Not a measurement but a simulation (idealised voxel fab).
Proc. module: voxel trench capacitor
This is section cut - it's 170 nm across, gridded in 5 nm square cells.
Heads up, the way a cross-section reads in here is a grid of square cells, handed over as bands from the top down, with every band being one or more rows of cells. Look at the band entry: it leads with the top's height and the bottom's height in nm. Then it lists the materials left to right, with a width in nm for each. The word "throughout" on a single material says that material fills the band edge to edge. The word "blank" is empty space. Where do heights start? At 0: under that level the wafer as delivered is made of one material only. And the lowest band has no floor; it just carries on downward, as in "0 down". Think of "30->40" as a width that walks from the first number to the second as you go down the band, top row to bottom row, taking equal-sized steps from row to row. What does "identical to before" mean for a step? It means no cell of the cross-section changed in that step. Closed-off voids of 8+ cells (no open route to the top) go in "Sealed-off cavities", written width x height at distance from the left edge, in nm. On each step's line, the part that comes after the settings is the simulator's own comment on the step. overlay nm: where the mask lay relative to plan, measured to the right, on steps with a mask; negatives go left.

The planned process steps are enumerated hereunder
step 1: RECEIVE [material Si]
step 2: CONFORMAL_DEP [material SiN] [thk nm 10]
step 3: DIRECTIONAL_DEP [material aC] [thk nm 15]
step 4: PATTERN [tone open] [mask id TRENCH] [material resist] [width nm 25] [pitch nm 45] [thk nm 35] [overlay nm 0]
step 5: DIRECTIONAL_ETCH [etch materials aC] [depth nm 15]
step 6: STRIP [etch materials resist]
step 7: DIRECTIONAL_ETCH [etch materials SiN] [depth nm 10]
step 8: DIRECTIONAL_ETCH [etch materials Si] [depth nm 40]
step 9: STRIP [etch materials aC]
step 10: CONFORMAL_DEP [material Al2O3] [thk nm 5]
step 11: CONFORMAL_DEP [material TiN] [thk nm 5]
step 12: FILL_DEP [material W] [thk nm 5]
step 13: CMP [height nm 10]

Cross-section of the wafer upon arrival, representing the state reached after step 1
  0 down = Si throughout
  Sealed-off cavities: none

Looking at the first of two wafers in cross-section at end of module - ran to plan
  10 to 0 = 25 SiN | 5 Al2O3 | 5 TiN | 5 W | 5 TiN | 5 Al2O3 | 20 SiN | 5 Al2O3 | 5 TiN | 5 W | 5 TiN | 5 Al2O3 | 20 SiN | 5 Al2O3 | 5 TiN | 5 W | 5 TiN | 5 Al2O3 | 30 SiN
  0 to -30 = 25 Si | 5 Al2O3 | 5 TiN | 5 W | 5 TiN | 5 Al2O3 | 20 Si | 5 Al2O3 | 5 TiN | 5 W | 5 TiN | 5 Al2O3 | 20 Si | 5 Al2O3 | 5 TiN | 5 W | 5 TiN | 5 Al2O3 | 30 Si
  -30 to -35 = 25 Si | 5 Al2O3 | 15 TiN | 5 Al2O3 | 20 Si | 5 Al2O3 | 15 TiN | 5 Al2O3 | 20 Si | 5 Al2O3 | 15 TiN | 5 Al2O3 | 30 Si
  -35 to -40 = 25 Si | 25 Al2O3 | 20 Si | 25 Al2O3 | 20 Si | 25 Al2O3 | 30 Si
  -40 down = Si throughout
  Sealed-off cavities: none

This cross-section belongs to the second wafer of two at the end of the module; the start and the plan were shared with the first, and the run included one mistake
  10 to 0 = 25 SiN | 5 TiN | 5 Al2O3 | 5 W | 5 Al2O3 | 5 TiN | 20 SiN | 5 TiN | 5 Al2O3 | 5 W | 5 Al2O3 | 5 TiN | 20 SiN | 5 TiN | 5 Al2O3 | 5 W | 5 Al2O3 | 5 TiN | 30 SiN
  0 to -30 = 25 Si | 5 TiN | 5 Al2O3 | 5 W | 5 Al2O3 | 5 TiN | 20 Si | 5 TiN | 5 Al2O3 | 5 W | 5 Al2O3 | 5 TiN | 20 Si | 5 TiN | 5 Al2O3 | 5 W | 5 Al2O3 | 5 TiN | 30 Si
  -30 to -35 = 25 Si | 5 TiN | 15 Al2O3 | 5 TiN | 20 Si | 5 TiN | 15 Al2O3 | 5 TiN | 20 Si | 5 TiN | 15 Al2O3 | 5 TiN | 30 Si
  -35 to -40 = 25 Si | 25 TiN | 20 Si | 25 TiN | 20 Si | 25 TiN | 30 Si
  -40 down = Si throughout
  Sealed-off cavities: none
The plan and the run diverged here: steps 10 and 11 got flipped, so each one ran where the other should have
Looking at both finished wafers in cells, the second ends up ahead of or behind the first on some materials: Al2O3 -12 | TiN +12
